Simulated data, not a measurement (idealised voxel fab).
Presented below is a process module, voxel self aligned contacts.
cross-section cut | 240 nm wide | cells 5 nm
Cross-section spec: square-cell grid; bands listed top down; each band is one or more rows.
Top, bottom (nm), then materials left to right with widths (nm); lone material tagged "full width" fills the whole band edge to edge; "air" = empty space.
It should be noted that heights are counted from 0, beneath which the wafer as supplied is of one material throughout, and that the lowest band possesses no lower boundary but continues downward, as written in "top 0, no bottom".
A width such as "30->40" changes by the same amount from each row of cells to the next, from the band's top row to its bottom row.
"no modifications" -> step changed no cross-section cell.
"Enclosed internal cavities": empty spaces of 8 cells or more with no open way to the top, each given as width x height at distance, distance from the left edge, all in nm.
after a step's settings: what the simulator itself notes on the step
A step's line can hold "overlay nm"; with a mask on that step, the setting says how far right of the planned place the mask lay, while a negative setting says it lay to the left.

Plan:
- 1: RECEIVE,material Si
- 2: OXIDIZE,depth nm 5
- 3: DIRECTIONAL_DEP,material polySi,thk nm 20
- 4: DIRECTIONAL_DEP,material SiN,thk nm 20
- 5: DIRECTIONAL_DEP,material aC,thk nm 15
- 6: PATTERN,tone cover,mask id GATE,material resist,width nm 30,pitch nm 70,thk nm 30,overlay nm 0
- 7: DIRECTIONAL_ETCH,etch materials aC,depth nm 15
- 8: STRIP,etch materials resist
- 9: DIRECTIONAL_ETCH,etch materials SiN,depth nm 20
- 10: DIRECTIONAL_ETCH,etch materials polySi,depth nm 20
- 11: STRIP,etch materials aC
- 12: CONFORMAL_DEP,material SiN,thk nm 10
- 13: DIRECTIONAL_ETCH,etch materials SiN,depth nm 10
- 14: FILL_DEP,material SiO2,thk nm 20
- 15: CMP,height nm 50
- 16: PATTERN,tone open,mask id CONTACT,material resist,width nm 50,thk nm 20,overlay nm 0
- 17: DIRECTIONAL_ETCH,etch materials SiO2,depth nm 55
- 18: STRIP,etch materials resist
- 19: CONFORMAL_DEP,material TiN,thk nm 5
- 20: FILL_DEP,material W,thk nm 10
- 21: CMP,height nm 50
- 22: CONFORMAL_DEP,material SiCN,thk nm 5

First of two wafers - as planned:

Wafer at receipt (post step 1), cross-section:
	top 0, no bottom = Si full width
	Enclosed internal cavities: none

Cross-section through the wafer, step 2 finished:
	top 0, bottom -5 = SiO2 full width
	Note: structure below -5 unchanged.

Cross-section through the wafer, step 3 finished:
	top 20, bottom 0 = polySi full width
	Note: structure below 0 unchanged.

Cross-section through the wafer, step 4 finished:
	top 40, bottom 20 = SiN full width
	Note: structure below 20 unchanged.

Cross-section through the wafer, step 5 finished:
	top 55, bottom 40 = aC full width
	Note: structure below 40 unchanged.

Cross-section through the wafer, step 6 finished:
	top 85, bottom 55 = air 70 nm  resist 30 nm  air 40 nm  resist 30 nm  air 70 nm
	Note: structure below 55 unchanged.

Cross-section through the wafer, step 7 finished:
	top 70, bottom 55 = air 70 nm  resist 30 nm  air 40 nm  resist 30 nm  air 70 nm
	top 55, bottom 40 = air 70 nm  aC 30 nm  air 40 nm  aC 30 nm  air 70 nm
	Note: structure below 40 unchanged.

Cross-section through the wafer, step 8 finished:
	top 55, bottom 40 = air 70 nm  aC 30 nm  air 40 nm  aC 30 nm  air 70 nm
	Note: structure below 40 unchanged.

Cross-section through the wafer, step 9 finished:
	top 55, bottom 40 = air 70 nm  aC 30 nm  air 40 nm  aC 30 nm  air 70 nm
	top 40, bottom 20 = air 70 nm  SiN 30 nm  air 40 nm  SiN 30 nm  air 70 nm
	Note: structure below 20 unchanged.

Cross-section through the wafer, step 10 finished:
	top 55, bottom 40 = air 70 nm  aC 30 nm  air 40 nm  aC 30 nm  air 70 nm
	top 40, bottom 20 = air 70 nm  SiN 30 nm  air 40 nm  SiN 30 nm  air 70 nm
	top 20, bottom 0 = air 70 nm  polySi 30 nm  air 40 nm  polySi 30 nm  air 70 nm
	Note: structure below 0 unchanged.

Cross-section through the wafer, step 11 finished:
	top 40, bottom 20 = air 70 nm  SiN 30 nm  air 40 nm  SiN 30 nm  air 70 nm
	Note: structure below 20 unchanged.

Cross-section through the wafer, step 12 finished:
	top 50, bottom 20 = air 60 nm  SiN 50 nm  air 20 nm  SiN 50 nm  air 60 nm
	top 20, bottom 10 = air 60 nm  SiN 10 nm  polySi 30 nm  SiN 10 nm  air 20 nm  SiN 10 nm  polySi 30 nm  SiN 10 nm  air 60 nm
	top 10, bottom 0 = SiN 70 nm  polySi 30 nm  SiN 40 nm  polySi 30 nm  SiN 70 nm
	Note: structure below 0 unchanged.

Cross-section through the wafer, step 13 finished:
	top 40, bottom 20 = air 60 nm  SiN 50 nm  air 20 nm  SiN 50 nm  air 60 nm
	top 20, bottom 0 = air 60 nm  SiN 10 nm  polySi 30 nm  SiN 10 nm  air 20 nm  SiN 10 nm  polySi 30 nm  SiN 10 nm  air 60 nm
	Note: structure below 0 unchanged.

Cross-section through the wafer, step 14 finished:
	top 60, bottom 40 = SiO2 full width
	top 40, bottom 20 = SiO2 60 nm  SiN 50 nm  SiO2 20 nm  SiN 50 nm  SiO2 60 nm
	top 20, bottom 0 = SiO2 60 nm  SiN 10 nm  polySi 30 nm  SiN 10 nm  SiO2 20 nm  SiN 10 nm  polySi 30 nm  SiN 10 nm  SiO2 60 nm
	Note: structure below 0 unchanged.

Cross-section through the wafer, step 15 finished:
	top 50, bottom 40 = SiO2 full width
	Note: structure below 40 unchanged.

Cross-section through the wafer, step 16 finished:
	top 70, bottom 50 = resist 95 nm  air 50 nm  resist 95 nm
	Note: structure below 50 unchanged.

Cross-section through the wafer, step 17 finished:
	top 70, bottom 50 = resist 95 nm  air 50 nm  resist 95 nm
	top 50, bottom 40 = SiO2 95 nm  air 50 nm  SiO2 95 nm
	top 40, bottom 20 = SiO2 60 nm  SiN 50 nm  air 20 nm  SiN 50 nm  SiO2 60 nm
	top 20, bottom 0 = SiO2 60 nm  SiN 10 nm  polySi 30 nm  SiN 10 nm  air 20 nm  SiN 10 nm  polySi 30 nm  SiN 10 nm  SiO2 60 nm
	top 0, bottom -5 = SiO2 110 nm  air 20 nm  SiO2 110 nm
	Note: structure below -5 unchanged.

Cross-section through the wafer, step 18 finished:
	top 50, bottom 40 = SiO2 95 nm  air 50 nm  SiO2 95 nm
	Note: structure below 40 unchanged.

Cross-section through the wafer, step 19 finished:
	top 55, bottom 50 = TiN 100 nm  air 40 nm  TiN 100 nm
	top 50, bottom 40 = SiO2 95 nm  TiN 5->20 nm  air 40->10 nm  TiN 5->20 nm  SiO2 95 nm
	top 40, bottom 20 = SiO2 60 nm  SiN 50 nm  TiN 5 nm  air 10 nm  TiN 5 nm  SiN 50 nm  SiO2 60 nm
	top 20, bottom 0 = SiO2 60 nm  SiN 10 nm  polySi 30 nm  SiN 10 nm  TiN 5 nm  air 10 nm  TiN 5 nm  SiN 10 nm  polySi 30 nm  SiN 10 nm  SiO2 60 nm
	top 0, bottom -5 = SiO2 110 nm  TiN 20 nm  SiO2 110 nm
	Note: structure below -5 unchanged.

Cross-section through the wafer, step 20 finished:
	top 65, bottom 55 = W full width
	top 55, bottom 50 = TiN 100 nm  W 40 nm  TiN 100 nm
	top 50, bottom 40 = SiO2 95 nm  TiN 5->20 nm  W 40->10 nm  TiN 5->20 nm  SiO2 95 nm
	top 40, bottom 20 = SiO2 60 nm  SiN 50 nm  TiN 5 nm  W 10 nm  TiN 5 nm  SiN 50 nm  SiO2 60 nm
	top 20, bottom 0 = SiO2 60 nm  SiN 10 nm  polySi 30 nm  SiN 10 nm  TiN 5 nm  W 10 nm  TiN 5 nm  SiN 10 nm  polySi 30 nm  SiN 10 nm  SiO2 60 nm
	Note: structure below 0 unchanged.

Cross-section through the wafer, step 21 finished:
	top 50, bottom 40 = SiO2 95 nm  TiN 5->20 nm  W 40->10 nm  TiN 5->20 nm  SiO2 95 nm
	Note: structure below 40 unchanged.

Cross-section through the wafer, step 22 finished:
	top 55, bottom 50 = SiCN full width
	Note: structure below 50 unchanged.

The remaining wafer, second of the two, started like the first and was run to the same plan, except that one mistake was made along the way; the two coincide through step 9, inclusive:

Second wafer, cut view, end of step 10 per plan:
	top 55, bottom 40 = air 70 nm  aC 30 nm  air 40 nm  aC 30 nm  air 70 nm
	top 40, bottom 20 = air 70 nm  SiN 30 nm  air 40 nm  SiN 30 nm  air 70 nm
	top 20, bottom 5 = air 70 nm  polySi 30 nm  air 40 nm  polySi 30 nm  air 70 nm
	Note: structure below 5 unchanged.

Second wafer, cut view, end of step 11 per plan:
	top 40, bottom 20 = air 70 nm  SiN 30 nm  air 40 nm  SiN 30 nm  air 70 nm
	Note: structure below 20 unchanged.

Second wafer, cut view, end of step 12 per plan:
	top 50, bottom 20 = air 60 nm  SiN 50 nm  air 20 nm  SiN 50 nm  air 60 nm
	top 20, bottom 15 = air 60 nm  SiN 10 nm  polySi 30 nm  SiN 10 nm  air 20 nm  SiN 10 nm  polySi 30 nm  SiN 10 nm  air 60 nm
	top 15, bottom 5 = SiN 70 nm  polySi 30 nm  SiN 40 nm  polySi 30 nm  SiN 70 nm
	Note: structure below 5 unchanged.

Second wafer, cut view, end of step 13 per plan:
	top 40, bottom 20 = air 60 nm  SiN 50 nm  air 20 nm  SiN 50 nm  air 60 nm
	top 20, bottom 5 = air 60 nm  SiN 10 nm  polySi 30 nm  SiN 10 nm  air 20 nm  SiN 10 nm  polySi 30 nm  SiN 10 nm  air 60 nm
	Note: structure below 5 unchanged.

Second wafer, cut view, end of step 14 per plan:
	top 60, bottom 40 = SiO2 full width
	top 40, bottom 20 = SiO2 60 nm  SiN 50 nm  SiO2 20 nm  SiN 50 nm  SiO2 60 nm
	top 20, bottom 5 = SiO2 60 nm  SiN 10 nm  polySi 30 nm  SiN 10 nm  SiO2 20 nm  SiN 10 nm  polySi 30 nm  SiN 10 nm  SiO2 60 nm
	Note: structure below 5 unchanged.

Second wafer, cut view, end of step 15 per plan:
	top 50, bottom 40 = SiO2 full width
	Note: structure below 40 unchanged.

Second wafer, cut view, end of step 16 per plan:
	top 70, bottom 50 = resist 95 nm  air 50 nm  resist 95 nm
	Note: structure below 50 unchanged.

Second wafer, cut view, end of step 17 per plan:
	top 70, bottom 50 = resist 95 nm  air 50 nm  resist 95 nm
	top 50, bottom 40 = SiO2 95 nm  air 50 nm  SiO2 95 nm
	top 40, bottom 20 = SiO2 60 nm  SiN 50 nm  air 20 nm  SiN 50 nm  SiO2 60 nm
	top 20, bottom 5 = SiO2 60 nm  SiN 10 nm  polySi 30 nm  SiN 10 nm  air 20 nm  SiN 10 nm  polySi 30 nm  SiN 10 nm  SiO2 60 nm
	Note: structure below 5 unchanged.

Second wafer, cut view, end of step 18 per plan:
	top 50, bottom 40 = SiO2 95 nm  air 50 nm  SiO2 95 nm
	Note: structure below 40 unchanged.

Second wafer, cut view, end of step 19 per plan:
	top 55, bottom 50 = TiN 100 nm  air 40 nm  TiN 100 nm
	top 50, bottom 40 = SiO2 95 nm  TiN 5->20 nm  air 40->10 nm  TiN 5->20 nm  SiO2 95 nm
	top 40, bottom 20 = SiO2 60 nm  SiN 50 nm  TiN 5 nm  air 10 nm  TiN 5 nm  SiN 50 nm  SiO2 60 nm
	top 20, bottom 10 = SiO2 60 nm  SiN 10 nm  polySi 30 nm  SiN 10 nm  TiN 5 nm  air 10 nm  TiN 5 nm  SiN 10 nm  polySi 30 nm  SiN 10 nm  SiO2 60 nm
	top 10, bottom 5 = SiO2 60 nm  SiN 10 nm  polySi 30 nm  SiN 10 nm  TiN 20 nm  SiN 10 nm  polySi 30 nm  SiN 10 nm  SiO2 60 nm
	Note: structure below 5 unchanged.

Second wafer, cut view, end of step 20 per plan:
	top 65, bottom 55 = W full width
	top 55, bottom 50 = TiN 100 nm  W 40 nm  TiN 100 nm
	top 50, bottom 40 = SiO2 95 nm  TiN 5->20 nm  W 40->10 nm  TiN 5->20 nm  SiO2 95 nm
	top 40, bottom 20 = SiO2 60 nm  SiN 50 nm  TiN 5 nm  W 10 nm  TiN 5 nm  SiN 50 nm  SiO2 60 nm
	top 20, bottom 10 = SiO2 60 nm  SiN 10 nm  polySi 30 nm  SiN 10 nm  TiN 5 nm  W 10 nm  TiN 5 nm  SiN 10 nm  polySi 30 nm  SiN 10 nm  SiO2 60 nm
	Note: structure below 10 unchanged.

Second wafer, cut view, end of step 21 per plan:
	top 50, bottom 40 = SiO2 95 nm  TiN 5->20 nm  W 40->10 nm  TiN 5->20 nm  SiO2 95 nm
	Note: structure below 40 unchanged.

Second wafer, cut view, end of step 22 per plan:
	top 55, bottom 50 = SiCN full width
	Note: structure below 50 unchanged.
Processing error: in deviation from the planned setting, step 10 was conducted as DIRECTIONAL_ETCH,etch materials polySi,depth nm 15
End of process, cell counts, second wafer against first, materials with more or fewer: SiN -8 | SiO2 -20 | TiN -4 | W -4 | polySi +36
